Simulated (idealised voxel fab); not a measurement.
The name of this process module is voxel released beams.
Shown is cross-section cut, with a width of 155 nm and square cells of size 5 nm.
Cross-section = grid of square cells, listed top down in bands; band = one or more rows. For a band, the entry starts with two heights in nm, that of the top and then that of the bottom, and carries on with the band's materials in order from left to right, each alongside its width in nm; the word "all across" beside a single material means it fills the band edge to edge, and "empty" means empty space. Below 0: as-received wafer, all one material; heights counted from there. Lowest band: no bottom, goes on down, written "0 -> down". Width "30->40": first value at the band's top row of cells, second value at its bottom row, equal change from row to row. The cross-section has no changed cell in any step marked "remained the same". Heads up: "Sealed cavities" only lists the empty pockets with no open path to the top that are 8 cells or more, and it writes them as width x height at distance, distance from the left edge, in nm. after a step's settings: what the simulator itself notes on the step. A step's line can hold "overlay nm"; with a mask on that step, the setting says how far right of the planned place the mask lay, while a negative setting says it lay to the left.
-- Process steps - plan
1,op RECEIVE | material Si
2,op CONFORMAL_DEP | material SiN | thk nm 5
3,op DIRECTIONAL_DEP | material SiO2 | thk nm 15
4,op MASKED_ETCH | tone open | mask id ANCHOR | width nm 35 | etch materials SiO2 | depth nm 15 | overlay nm 0
5,op CONFORMAL_DEP | material W | thk nm 15
6,op DIRECTIONAL_DEP | material aC | thk nm 15
7,op PATTERN | tone cover | mask id BEAM | material resist | width nm 80 | thk nm 30 | overlay nm 0
8,op DIRECTIONAL_ETCH | etch materials aC | depth nm 15
9,op STRIP | etch materials resist
10,op DIRECTIONAL_ETCH | etch materials W | depth nm 15
11,op STRIP | etch materials aC
12,op STRIP | etch materials SiO2
Every wafer here starts from the same state; it is the step 7 width nm that distinguishes them, and the value the plan gives belongs to the first wafer.
-- Cross-section of the first of several wafers as received (after step 1)
- 0 -> down = Si all across
- Sealed cavities: none
-- Each row below is a wafer at the end of the module, listing for every material the number of cells it has gained (+) or lost (-) since it was received, followed by its closed voids
width nm 80; +31 SiN; +66 W; Sealed cavities: none
width nm 85; +31 SiN; +69 W; Sealed cavities: none
width nm 90; +31 SiN; +72 W; Sealed cavities: none
width nm 95; +31 SiN; +75 W; Sealed cavities: none
width nm 100; +31 SiN; +78 W; Sealed cavities: none
width nm 105; +31 SiN; +81 W; Sealed cavities: none
